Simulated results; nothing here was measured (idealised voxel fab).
This section sets out a process module, namely voxel released beams.
Cross-section cut: width 295 nm, square cells of 5 nm.
The cross-sections in this document take the form of a grid made of square cells. They are written out as bands, in order from top to bottom. Each band consists of one or more rows of cells. Heads up on the band format: heights come first, top then bottom, in nm. After that it's the materials left to right, each with its width in nm. A single material flagged "edge to edge" fills the whole band edge to edge, and "blank" means there's empty space there. Heights are measured from 0, the level below which the as-received wafer is all one material; the lowest band has no bottom and continues downward, written as in "from 0 down". The expression "30 to 40" gives the width at the extremes of the band, the first number at its top row of cells and the second at its bottom row, with the width changing by equal amounts from each row to the next in between. The cross-section has no changed cell in any step marked "remained the same". In the "Listed closed voids" entry, you get each enclosed empty space of 8 cells or more, one with no open way to the top, written width x height at distance, distance from the left edge, in nm. after a step's settings: what the simulator itself notes on the step. Regarding "overlay nm": on a step with a mask, it is the distance the mask lay to the right of its planned place; a negative value places it to the left.
# Process steps (planned)
1. RECEIVE,material Si
2. CONFORMAL_DEP,material SiN,thk nm 5
3. DIRECTIONAL_DEP,material SiO2,thk nm 15
4. PATTERN,tone open,mask id ANCHOR,material resist,width nm 35,thk nm 15,overlay nm 0
5. DIRECTIONAL_ETCH,etch materials SiO2,depth nm 15
6. STRIP,etch materials resist
7. CONFORMAL_DEP,material polySi,thk nm 15
8. DIRECTIONAL_DEP,material aC,thk nm 15
9. PATTERN,tone cover,mask id BEAM,material resist,width nm 110,thk nm 35,overlay nm 0
10. DIRECTIONAL_ETCH,etch materials aC,depth nm 15
11. STRIP,etch materials resist
12. DIRECTIONAL_ETCH,etch materials polySi,depth nm 15
13. STRIP,etch materials aC
14. STRIP,etch materials SiO2
# First wafer of two (run as planned)
# Wafer at receipt (post step 1), cross-section
> from 0 down: Si edge to edge
> Listed closed voids: none
# after step 2
> from 5 to 0: SiN edge to edge
> No changes below 0.
# after step 3
> from 20 to 5: SiO2 edge to edge
> No changes below 5.
# after step 4
> from 35 to 20: 95 resist, then 35 blank, then 165 resist
> No changes below 20.
# after step 5
> from 35 to 20: 95 resist, then 35 blank, then 165 resist
> from 20 to 5: 95 SiO2, then 35 blank, then 165 SiO2
> No changes below 5.
# after step 6
> from 20 to 5: 95 SiO2, then 35 blank, then 165 SiO2
> No changes below 5.
# after step 7
> from 35 to 20: 110 polySi, then 5 blank, then 180 polySi
> from 20 to 5: 95 SiO2, then 35 polySi, then 165 SiO2
> No changes below 5.
# after step 8
> from 50 to 35: 110 aC, then 5 blank, then 180 aC
> from 35 to 20: 110 polySi, then 5 aC, then 180 polySi
> No changes below 20.
# after step 9
> from 85 to 50: 90 blank, then 110 resist, then 95 blank
> from 50 to 35: 110 aC, then 5 resist, then 180 aC
> No changes below 35.
# after step 10
> from 70 to 50: 90 blank, then 110 resist, then 95 blank
> from 50 to 35: 90 blank, then 20 aC, then 5 resist, then 85 aC, then 95 blank
> No changes below 35.
# after step 11
> from 50 to 35: 90 blank, then 20 aC, then 5 blank, then 85 aC, then 95 blank
> No changes below 35.
# after step 12
> from 50 to 35: 90 blank, then 20 aC, then 5 blank, then 85 aC, then 95 blank
> from 35 to 20: 90 blank, then 20 polySi, then 5 aC, then 85 polySi, then 95 blank
> No changes below 20.
# after step 13
> from 35 to 20: 90 blank, then 20 polySi, then 5 blank, then 85 polySi, then 95 blank
> No changes below 20.
# after step 14
> from 35 to 20: 90 blank, then 20 polySi, then 5 blank, then 85 polySi, then 95 blank
> from 20 to 5: 95 blank, then 35 polySi, then 165 blank
> No changes below 5.
# second wafer: like start, like plan, one mistake. Through step 8 it matches the first wafer
# What the second wafer looks like in cross-section when step 9 should have wrapped up
> from 85 to 50: 100 blank, then 110 resist, then 85 blank
> from 50 to 35: 110 aC, then 5 resist, then 180 aC
> No changes below 35.
# What the second wafer looks like in cross-section when step 10 should have wrapped up
> from 70 to 50: 100 blank, then 110 resist, then 85 blank
> from 50 to 35: 100 blank, then 10 aC, then 5 resist, then 95 aC, then 85 blank
> No changes below 35.
# What the second wafer looks like in cross-section when step 11 should have wrapped up
> from 50 to 35: 100 blank, then 10 aC, then 5 blank, then 95 aC, then 85 blank
> No changes below 35.
# What the second wafer looks like in cross-section when step 12 should have wrapped up
> from 50 to 35: 100 blank, then 10 aC, then 5 blank, then 95 aC, then 85 blank
> from 35 to 20: 100 blank, then 10 polySi, then 5 aC, then 95 polySi, then 85 blank
> No changes below 20.
# What the second wafer looks like in cross-section when step 13 should have wrapped up
> from 35 to 20: 100 blank, then 10 polySi, then 5 blank, then 95 polySi, then 85 blank
> No changes below 20.
# What the second wafer looks like in cross-section when step 14 should have wrapped up
> from 35 to 20: 100 blank, then 10 polySi, then 5 blank, then 95 polySi, then 85 blank
> from 20 to 5: 95 blank, then 35 polySi, then 165 blank
> No changes below 5.
Want to know what went wrong? step 9 ran as: PATTERN,tone cover,mask id BEAM,material resist,width nm 110,thk nm 35,overlay nm 10
Tallied in cells, the final second wafer holds each material in the same quantity as the first, although not at the same places.
